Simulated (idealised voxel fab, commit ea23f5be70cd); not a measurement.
Herein follows the process module entitled voxel lift off.
The cross-section on display is named cut; it measures 165 nm wide, and its cells are 5 nm squares.
Notation: cross-section as square-cell grid; stated in bands, top first, going down; one or more cell rows per band. Band entry format. Leading values: height of top, height of bottom, nm. Remainder: materials in left-to-right order, each with its width in nm. Special words: "throughout" on a single material, which then fills the band edge to edge; "blank", empty space. Convention: height 0 is the level below which the wafer, as received, is all one material. The lowest band does not terminate at the bottom but continues downward, represented as "from 0 down". Per-row width for "30..40": begins at first number (top row of band), ends at second number (bottom row), increment between rows held constant. "nothing different" for a step: no cell of the cross-section changed in that step. The entry titled "Trapped voids" provides the empty spaces that have no open way to the top, restricted to those of 8 cells or more. Each is presented as width x height at distance, the distance being measured from the left edge, with all three in nm. Step line, after settings: the simulator's comment on this step. Among the settings permitted on a step's line is "overlay nm"; applied to a step with a mask, it specifies the extent to which the mask lay to the right of its planned position, whereas a negative figure signifies a position to the left.

# Set out below are the planned steps of the process
step 1: op RECEIVE | material Si
step 2: op CONFORMAL_DEP | material SiO2 | thk nm 15
step 3: op PATTERN | tone open | mask id LINES | material resist | width nm 20 | pitch nm 35 | thk nm 25 | overlay nm 0
step 4: op DIRECTIONAL_DEP | material Ru | thk nm 15
step 5: op STRIP | etch materials resist
step 6: op CONFORMAL_DEP | material SiN | thk nm 10

# On the first of the two wafers: run conducted according to plan

# Wafer cross-section on receipt, i.e. after step 1
> from 0 down: Si throughout
> Trapped voids: none

# How the wafer stands in section after step 2
> from 15 to 0: SiO2 throughout
> Everything below 0 is unchanged.

# How the wafer stands in section after step 3
> from 40 to 15: resist (35) | blank (20) | resist (15) | blank (20) | resist (15) | blank (20) | resist (40)
> Everything below 15 is unchanged.

# How the wafer stands in section after step 4
> from 55 to 40: Ru (35) | blank (20) | Ru (15) | blank (20) | Ru (15) | blank (20) | Ru (40)
> from 40 to 30: resist (35) | blank (20) | resist (15) | blank (20) | resist (15) | blank (20) | resist (40)
> from 30 to 15: resist (35) | Ru (20) | resist (15) | Ru (20) | resist (15) | Ru (20) | resist (40)
> Everything below 15 is unchanged.

# How the wafer stands in section after step 5
> from 30 to 15: blank (35) | Ru (20) | blank (15) | Ru (20) | blank (15) | Ru (20) | blank (40)
> Everything below 15 is unchanged.

# How the wafer stands in section after step 6
> from 40 to 30: blank (25) | SiN (110) | blank (30)
> from 30 to 25: blank (25) | SiN (10) | Ru (20) | SiN (15) | Ru (20) | SiN (15) | Ru (20) | SiN (10) | blank (30)
> from 25 to 15: SiN (35) | Ru (20) | SiN (15) | Ru (20) | SiN (15) | Ru (20) | SiN (40)
> Everything below 15 is unchanged.

# The second wafer: identical to the first at the outset and in its planned sequence, differing only in that one mistake was made during processing; up to and including step 1, its path is the first wafer's path

# Cross-section: second wafer, time at which step 2 was scheduled to end
> from 30 to 0: SiO2 throughout
> Everything below 0 is unchanged.

# Cross-section: second wafer, time at which step 3 was scheduled to end
> from 55 to 30: resist (35) | blank (20) | resist (15) | blank (20) | resist (15) | blank (20) | resist (40)
> Everything below 30 is unchanged.

# Cross-section: second wafer, time at which step 4 was scheduled to end
> from 70 to 55: Ru (35) | blank (20) | Ru (15) | blank (20) | Ru (15) | blank (20) | Ru (40)
> from 55 to 45: resist (35) | blank (20) | resist (15) | blank (20) | resist (15) | blank (20) | resist (40)
> from 45 to 30: resist (35) | Ru (20) | resist (15) | Ru (20) | resist (15) | Ru (20) | resist (40)
> Everything below 30 is unchanged.

# Cross-section: second wafer, time at which step 5 was scheduled to end
> from 45 to 30: blank (35) | Ru (20) | blank (15) | Ru (20) | blank (15) | Ru (20) | blank (40)
> Everything below 30 is unchanged.

# Cross-section: second wafer, time at which step 6 was scheduled to end
> from 55 to 45: blank (25) | SiN (110) | blank (30)
> from 45 to 40: blank (25) | SiN (10) | Ru (20) | SiN (15) | Ru (20) | SiN (15) | Ru (20) | SiN (10) | blank (30)
> from 40 to 30: SiN (35) | Ru (20) | SiN (15) | Ru (20) | SiN (15) | Ru (20) | SiN (40)
> Everything below 30 is unchanged.
Nonconformance to the process plan: plan step 2 ran twice
Wafer comparison, final, in cells, second relative to first, materials more or fewer: SiO2 +99
